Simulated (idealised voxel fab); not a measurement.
process module | voxel wiring stack
cross-section cut | 205 nm wide | cells 5 nm
A cross-section is a grid of square cells, given in bands from the top down. A band is one or more rows of cells.
Each band's line starts with the height of the band's top and of its bottom, in nm. Then come its materials from left to right, each with its width in nm. One material with "throughout" fills the band from edge to edge. "air" is empty space.
Height 0 is the level under which the wafer as received is all one material. The lowest band goes on downwards, as in "0 down".
A width such as "30 to 40" changes by the same amount from each row of cells to the next, from the band's top row to its bottom row.
"no change" after a step means that no cell of the cross-section changed.
closed voids: empty space of 8 cells or more with no open way to the top, each as width x height at its distance from the left edge, in nm
after a step's settings: what the simulator itself notes on the step
overlay nm, on a step with a mask: how far to the right of its planned place the mask lay; to the left if negative
plan
1 op RECEIVE | material Si
2 op CONFORMAL_DEP | material SiO2 | thk nm 10
3 op DIRECTIONAL_DEP | material TiN | thk nm 5
4 op DIRECTIONAL_DEP | material Ru | thk nm 15
5 op MASKED_ETCH | tone cover | mask id METAL_1 | width nm 25 | pitch nm 45 | etch materials Ru | depth nm 15 | overlay nm 0
6 op MASKED_ETCH | tone cover | mask id METAL_1 | width nm 25 | pitch nm 45 | etch materials TiN | depth nm 5 | overlay nm 0
7 op FILL_DEP | material lowk | thk nm 5
8 op CMP | height nm 30
9 op CONFORMAL_DEP | material SiCN | thk nm 5
10 op DIRECTIONAL_DEP | material lowk | thk nm 35
11 op DIRECTIONAL_DEP | material aC | thk nm 15
12 op PATTERN | tone open | mask id METAL_2_HOLES | material resist | width nm 15 | pitch nm 45 | thk nm 30 | overlay nm 0
13 op DIRECTIONAL_ETCH | etch materials aC | depth nm 15
14 op STRIP | etch materials resist
15 op DIRECTIONAL_ETCH | etch materials lowk | depth nm 35
16 op STRIP | etch materials aC
17 op PATTERN | tone open | mask id METAL_2 | material resist | width nm 25 | pitch nm 45 | thk nm 20 | overlay nm 0
18 op DIRECTIONAL_ETCH | etch materials lowk | depth nm 20
19 op DIRECTIONAL_ETCH | etch materials SiCN | depth nm 5
20 op STRIP | etch materials resist
21 op CONFORMAL_DEP | material TiN | thk nm 5
22 op FILL_DEP | material Cu | thk nm 5
23 op CMP | height nm 70
24 op CONFORMAL_DEP | material SiCN | thk nm 5
25 op DIRECTIONAL_DEP | material lowk | thk nm 20
26 op PATTERN | tone open | mask id PLUG_2 | material resist | width nm 15 | pitch nm 90 | thk nm 15 | overlay nm 0
27 op DIRECTIONAL_ETCH | etch materials lowk | depth nm 20
28 op DIRECTIONAL_ETCH | etch materials SiCN | depth nm 5
29 op STRIP | etch materials resist
30 op CONFORMAL_DEP | material TiN | thk nm 5
31 op FILL_DEP | material W | thk nm 10
32 op CMP | height nm 95
33 op DIRECTIONAL_DEP | material TiN | thk nm 5
34 op DIRECTIONAL_DEP | material W | thk nm 15
35 op MASKED_ETCH | tone cover | mask id METAL_3 | width nm 25 | pitch nm 45 | etch materials W | depth nm 15 | overlay nm 0
36 op MASKED_ETCH | tone cover | mask id METAL_3 | width nm 25 | pitch nm 45 | etch materials TiN | depth nm 5 | overlay nm 0
37 op CONFORMAL_DEP | material SiN | thk nm 5
38 op FILL_DEP | material SiO2 | thk nm 5
39 op CMP | height nm 115
40 op CONFORMAL_DEP | material SiCN | thk nm 5
as received, after step 1
  0 down: Si throughout
  closed voids: none
a wafer at the end: this start, this plan, one mistake
  120 to 115: SiCN throughout
  115 to 105: SiO2 20 | SiN 5 | W 15 | SiN 5 | SiO2 20 | SiN 5 | W 15 | SiN 5 | SiO2 20 | SiN 5 | W 15 | SiN 5 | SiO2 20 | SiN 5 | W 15 | SiN 5 | SiO2 25
  105 to 100: SiO2 15 | SiN 10 | W 15 | SiN 10 | SiO2 10 | SiN 10 | W 15 | SiN 10 | SiO2 10 | SiN 10 | W 15 | SiN 10 | SiO2 10 | SiN 10 | W 15 | SiN 10 | SiO2 20
  100 to 95: SiN 20 | TiN 25 | SiN 20 | TiN 25 | SiN 20 | TiN 25 | SiN 20 | TiN 25 | SiN 25
  95 to 75: lowk 20 | TiN 5 | W 5 | TiN 5 | lowk 75 | TiN 5 | W 5 | TiN 5 | lowk 80
  75 to 70: SiCN 20 | TiN 15 | SiCN 75 | TiN 15 | SiCN 80
  70 to 55: lowk 20 | TiN 5 | Cu 15 | TiN 5 | lowk 20 | TiN 5 | Cu 15 | TiN 5 | lowk 20 | TiN 5 | Cu 15 | TiN 5 | lowk 20 | TiN 5 | Cu 15 | TiN 5 | lowk 25
  55 to 50: lowk 20 | TiN 5 | Cu 5 | TiN 15 | lowk 20 | TiN 5 | Cu 5 | TiN 15 | lowk 20 | TiN 5 | Cu 5 | TiN 15 | lowk 20 | TiN 5 | Cu 5 | TiN 15 | lowk 25
  50 to 35: lowk 20 | TiN 5 | Cu 5 | TiN 5 | lowk 30 | TiN 5 | Cu 5 | TiN 5 | lowk 30 | TiN 5 | Cu 5 | TiN 5 | lowk 30 | TiN 5 | Cu 5 | TiN 5 | lowk 35
  35 to 30: SiCN 20 | TiN 15 | SiCN 30 | TiN 15 | SiCN 30 | TiN 15 | SiCN 30 | TiN 15 | SiCN 35
  30 to 15: lowk 20 | Ru 25 | lowk 20 | Ru 25 | lowk 20 | Ru 25 | lowk 20 | Ru 25 | lowk 25
  15 to 10: lowk 20 | TiN 25 | lowk 20 | TiN 25 | lowk 20 | TiN 25 | lowk 20 | TiN 25 | lowk 25
  10 to 0: SiO2 throughout
  0 down: Si throughout
  closed voids: none
what went wrong: step 35 ran as: op MASKED_ETCH | tone cover | mask id METAL_3 | width nm 15 | pitch nm 45 | etch materials W | depth nm 15 | overlay nm 0
